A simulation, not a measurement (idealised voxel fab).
The process module presented herein is designated voxel capacitor over wiring.
The cross-section on display is named cut; it measures 155 nm wide, and its cells are 5 nm squares.
Reading order for cross-sections: top band down to bottom band. Underlying form: a grid of square cells. Band size: one or more rows of cells.
Read a band's entry like this: the first values are the height of its top and the height of its bottom in nm, and what follows is the sequence of materials from left to right, each with its width in nm. Note that "empty" is empty space, and that a single material marked "all across" reaches across the band from edge to edge.
The reference from which all heights are counted is 0, the level beneath which the as-received wafer is entirely one material; the lowest band, having no lower bound, proceeds downward and is written after the example "0..down".
With a width like "30 to 40", each row of cells in the band differs from the next by the same amount, the top row carrying the first number and the bottom row the second.
A step reported as "nothing different" is a step in which no cell of the cross-section changed.
The entry "closed voids" lists the empty spaces that cover at least 8 cells and have no open path to the top. Each is written as width x height at distance, where the distance is measured from the left edge and all three values are in nm.
If you see something after the settings on a step's line, that's the simulator's own remark about that step.
overlay nm: right-of-plan distance of the mask on a masked step; negative values mean left-of-plan.

### So here's the lineup of process steps we planned
1: RECEIVE: material Si
2: CONFORMAL_DEP: material SiO2, thk nm 10
3: CONFORMAL_DEP: material SiN, thk nm 5
4: DIRECTIONAL_DEP: material SiO2, thk nm 25
5: DIRECTIONAL_DEP: material aC, thk nm 10
6: PATTERN: tone open, mask id METAL_1, material resist, width nm 25, pitch nm 80, thk nm 25, overlay nm 0
7: DIRECTIONAL_ETCH: etch materials aC, depth nm 10
8: STRIP: etch materials resist
9: DIRECTIONAL_ETCH: etch materials SiO2, depth nm 25
10: DIRECTIONAL_ETCH: etch materials SiN, depth nm 5
11: STRIP: etch materials aC
12: CONFORMAL_DEP: material TiN, thk nm 5
13: FILL_DEP: material Cu, thk nm 5
14: CMP: height nm 40
15: CONFORMAL_DEP: material SiCN, thk nm 5
16: DIRECTIONAL_DEP: material lowk, thk nm 15
17: DIRECTIONAL_DEP: material aC, thk nm 15
18: PATTERN: tone open, mask id PLUG_1, material resist, width nm 15, thk nm 30, overlay nm 0
19: DIRECTIONAL_ETCH: etch materials aC, depth nm 15
20: STRIP: etch materials resist
21: DIRECTIONAL_ETCH: etch materials lowk, depth nm 15
22: DIRECTIONAL_ETCH: etch materials SiCN, depth nm 5
23: STRIP: etch materials aC
24: EPI: material Ru, thk nm 10
25: EPI: material Ru, thk nm 10
26: DIRECTIONAL_DEP: material TiN, thk nm 5
27: DIRECTIONAL_DEP: material Al2O3, thk nm 5
28: DIRECTIONAL_DEP: material TiN, thk nm 5
29: PATTERN: tone cover, mask id UPPER_PLATE, material resist, width nm 60, thk nm 15, overlay nm 0
30: DIRECTIONAL_ETCH: etch materials TiN, depth nm 5
31: DIRECTIONAL_ETCH: etch materials Al2O3, depth nm 5
32: STRIP: etch materials resist
33: MASKED_ETCH: tone cover, mask id LOWER_PLATE, width nm 70, etch materials TiN, depth nm 5, overlay nm 0
34: FILL_DEP: material SiO2, thk nm 15
35: CMP: height nm 85
36: PATTERN: tone open, mask id PLUG_2, material resist, width nm 15, thk nm 15, overlay nm 0
37: DIRECTIONAL_ETCH: etch materials SiO2, depth nm 10
38: STRIP: etch materials resist
39: CONFORMAL_DEP: material TiN, thk nm 5
40: FILL_DEP: material W, thk nm 5
41: CMP: height nm 85
42: CONFORMAL_DEP: material SiN, thk nm 5

### Wafer at receipt (post step 1), cross-section
> 0..down = Si all across
> closed voids: none

### Cross-section at module end, one run error; start and plan unchanged from above
> 90..85 = SiN all across
> 85..80 = SiO2 45 nm / TiN 50 nm / SiO2 60 nm
> 80..75 = SiO2 45 nm / TiN 5 nm / Al2O3 45 nm / SiO2 60 nm
> 75..70 = SiO2 30 nm / TiN 5 nm / SiO2 15 nm / TiN 50 nm / SiO2 55 nm
> 70..65 = lowk 35 nm / SiO2 15 nm / lowk 105 nm
> 65..60 = lowk 35 nm / TiN 15 nm / lowk 105 nm
> 60..55 = lowk 35 nm / Al2O3 15 nm / lowk 105 nm
> 55..50 = SiCN 35 nm / TiN 15 nm / SiCN 105 nm
> 50..40 = SiCN all across
> 40..15 = SiO2 25 nm / TiN 5 nm / Cu 15 nm / TiN 5 nm / SiO2 55 nm / TiN 5 nm / Cu 15 nm / TiN 5 nm / SiO2 25 nm
> 15..10 = SiN 25 nm / TiN 25 nm / SiN 55 nm / TiN 25 nm / SiN 25 nm
> 10..0 = SiO2 all across
> 0..down = Si all across
> closed voids: none
Misprocessing identified: step 15 deviated from plan and actually ran as CONFORMAL_DEP: material SiCN, thk nm 15
